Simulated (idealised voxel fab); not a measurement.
This section sets out a process module, namely voxel spacer lines.
Cross-sectional view cut (width: 300 nm; square cell size: 5 nm).
Cross-sections here: square-cell grids, written as top-down lists of bands, a band being one or more rows of cells. Band: top and bottom heights (nm) first, top before bottom; then materials from left to right, widths in nm. "all across" marks a sole material filling the band edge to edge. "empty" denotes empty space. All heights in this document are referenced to 0, defined as the level beneath which the wafer, as received, consists entirely of one material. The lowest band is not bounded below; it extends indefinitely downward and is written in the form "0 down". The notation "30->40" denotes a width that varies across the rows of cells in the band, beginning at the first number in the top row, finishing at the second number in the bottom row, and changing by an identical amount from each row to the next. Basically "nothing different" means that step didn't change any cell in the cross-section. So "Closed void inventory" is basically the list of trapped voids: any empty space of 8 cells or more that can't reach the top through an opening. They're written width x height at distance, the distance being from the left edge, and it's all nm. after a step's settings: what the simulator itself notes on the step. "overlay nm" answers the question of how far to the right of plan the mask lay on a step that has a mask, and when it is negative the answer is to the left.

**Steps planned for the process**
1 RECEIVE [material Si]
2 CONFORMAL_DEP [material Al2O3] [thk nm 10]
3 DIRECTIONAL_DEP [material polySi] [thk nm 15]
4 DIRECTIONAL_DEP [material aC] [thk nm 30]
5 PATTERN [tone cover] [mask id MANDREL] [material resist] [width nm 15] [pitch nm 50] [thk nm 40] [overlay nm 0]
6 DIRECTIONAL_ETCH [etch materials aC] [depth nm 30]
7 STRIP [etch materials resist]
8 CONFORMAL_DEP [material SiO2] [thk nm 10]
9 DIRECTIONAL_ETCH [etch materials SiO2] [depth nm 10]
10 STRIP [etch materials aC]
11 DIRECTIONAL_ETCH [etch materials polySi] [depth nm 15]
12 STRIP [etch materials SiO2]

**As-received state of the wafer in cross-section, equivalent to post-step 1**
> 0 down | Si all across
> Closed void inventory: none

**End-of-module XS, first of two wafers, run as planned**
> 25 to 10 | empty (105); polySi (10); empty (15); polySi (10); empty (15); polySi (10); empty (15); polySi (10); empty (110)
> 10 to 0 | Al2O3 all across
> 0 down | Si all across
> Closed void inventory: none

**Second wafer through the module, sectioned at the end: same beginning and same plan as the first wafer, with one mistake in carrying it out**
> 25 to 10 | empty (105); polySi (10); empty (20); polySi (10); empty (10); polySi (10); empty (20); polySi (10); empty (105)
> 10 to 0 | Al2O3 all across
> 0 down | Si all across
> Closed void inventory: none
In executing the process, a mistake was made relative to the plan: step 5 did not use the planned setting and instead ran as PATTERN [tone cover] [mask id MANDREL] [material resist] [width nm 20] [pitch nm 50] [thk nm 40] [overlay nm 0]
End check, second vs first wafer: material counts in cells match, positions do not.
